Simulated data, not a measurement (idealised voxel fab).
Process module heading - voxel released beams
We display cut, a cross-section 215 nm in width whose square cells are each 5 nm.
Cross-section, as written here: a square-cell grid given band by band from the top down, where a band holds one or more rows of cells.
Quick guide to a band line: top height, bottom height (nm) up front; then every material left to right with its width in nm. Only one material and it's marked "edge to edge"? Then it fills the band edge to edge. And "blank" just means empty space.
Ref level 0: as-received wafer is one material below here. Bottom band extends down with no lower bound ("0 -> down").
A width such as "30..40" changes by the same amount from each row of cells to the next, from the band's top row to its bottom row.
Where the words "no alterations made" appear for a step, the cross-section shows no cell changed by that step; every cell remained as before.
Empty spaces counting at least 8 cells and having no open way to the top are listed in "Trapped void list". The notation width x height at distance is used for each, the distance being from the left edge and all three values in nm.
Where a step's line continues beyond its settings, the continuation is a remark by the simulator itself on that step.
overlay nm: on a step with a mask, how far right of its planned place the mask lay; negative means left.
[Process steps (planned)]
1,op RECEIVE | material Si
2,op CONFORMAL_DEP | material Al2O3 | thk nm 5
3,op DIRECTIONAL_DEP | material SiO2 | thk nm 10
4,op PATTERN | tone open | mask id ANCHOR | material resist | width nm 45 | thk nm 15 | overlay nm 0
5,op DIRECTIONAL_ETCH | etch materials SiO2 | depth nm 10
6,op STRIP | etch materials resist
7,op CONFORMAL_DEP | material polySi | thk nm 15
8,op PATTERN | tone cover | mask id BEAM | material resist | width nm 125 | thk nm 15 | overlay nm 0
9,op DIRECTIONAL_ETCH | etch materials polySi | depth nm 15
10,op STRIP | etch materials resist
11,op STRIP | etch materials SiO2
[Incoming wafer in cross-section (state: after step 1)]
> 0 -> down: Si edge to edge
> Trapped void list: none
[First of two wafers, end-of-module section, run followed plan]
> 30 -> 20: blank: 40, polySi: 20, blank: 15, polySi: 90, blank: 50
> 20 -> 15: blank: 40, polySi: 125, blank: 50
> 15 -> 5: blank: 45, polySi: 45, blank: 125
> 5 -> 0: Al2O3 edge to edge
> 0 -> down: Si edge to edge
> Trapped void list: none
[So this is wafer number two of the two, cut at the end of the module - it started where the first did and had the same plan, we just got one thing wrong running it]
> 30 -> 20: blank: 40, polySi: 65, blank: 110
> 20 -> 15: blank: 40, polySi: 125, blank: 50
> 15 -> 5: blank: 30, polySi: 15, SiO2: 45, polySi: 75, blank: 50
> 5 -> 0: Al2O3 edge to edge
> 0 -> down: Si edge to edge
> Trapped void list: none
Deviation from plan: step 4 ran with different settings than intended, the actual operation and settings being op PATTERN | tone cover | mask id ANCHOR | material resist | width nm 45 | thk nm 15 | overlay nm 0
The closing comparison, in cells, has the second wafer with more or fewer of some materials than the first: SiO2 +18
